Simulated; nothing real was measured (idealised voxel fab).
process module | voxel double patterning
cross-section cut | 220 nm wide | cells 5 nm
A cross-section is a grid of square cells, given in bands from the top down. A band is one or more rows of cells.
Each band's line starts with the height of the band's top and of its bottom, in nm. Then come its materials from left to right, each with its width in nm. One material with "throughout" fills the band from edge to edge. "air" is empty space.
Height 0 is the level under which the wafer as received is all one material. The lowest band goes on downwards, as in "0 down".
A width such as "30 to 40" changes by the same amount from each row of cells to the next, from the band's top row to its bottom row.
"no change" after a step means that no cell of the cross-section changed.
closed voids: empty space of 8 cells or more with no open way to the top, each as width x height at its distance from the left edge, in nm
after a step's settings: what the simulator itself notes on the step
overlay nm, on a step with a mask: how far to the right of its planned place the mask lay; to the left if negative
plan
1 op RECEIVE | material Si
2 op CONFORMAL_DEP | material SiO2 | thk nm 5
3 op DIRECTIONAL_DEP | material TiN | thk nm 15
4 op DIRECTIONAL_DEP | material SiCN | thk nm 10
5 op PATTERN | tone open | mask id FIRST | material resist | width nm 15 | pitch nm 50 | thk nm 15 | overlay nm 0
6 op DIRECTIONAL_ETCH | etch materials SiCN | depth nm 10
7 op STRIP | etch materials resist
8 op DIRECTIONAL_DEP | material aC | thk nm 10
9 op PATTERN | tone open | mask id SECOND | material resist | width nm 15 | thk nm 25 | overlay nm 0
10 op DIRECTIONAL_ETCH | etch materials aC | depth nm 10
11 op STRIP | etch materials resist
12 op DIRECTIONAL_ETCH | etch materials SiCN | depth nm 10
13 op STRIP | etch materials aC
14 op DIRECTIONAL_ETCH | etch materials TiN | depth nm 15
15 op STRIP | etch materials SiCN
as received, after step 1
  0 down: Si throughout
  closed voids: none
a wafer at the end: this start, this plan, one mistake
  15 to 5: TiN throughout
  5 to 0: SiO2 throughout
  0 down: Si throughout
  closed voids: none
what went wrong: step 4 ran as: op DIRECTIONAL_DEP | material TiN | thk nm 10
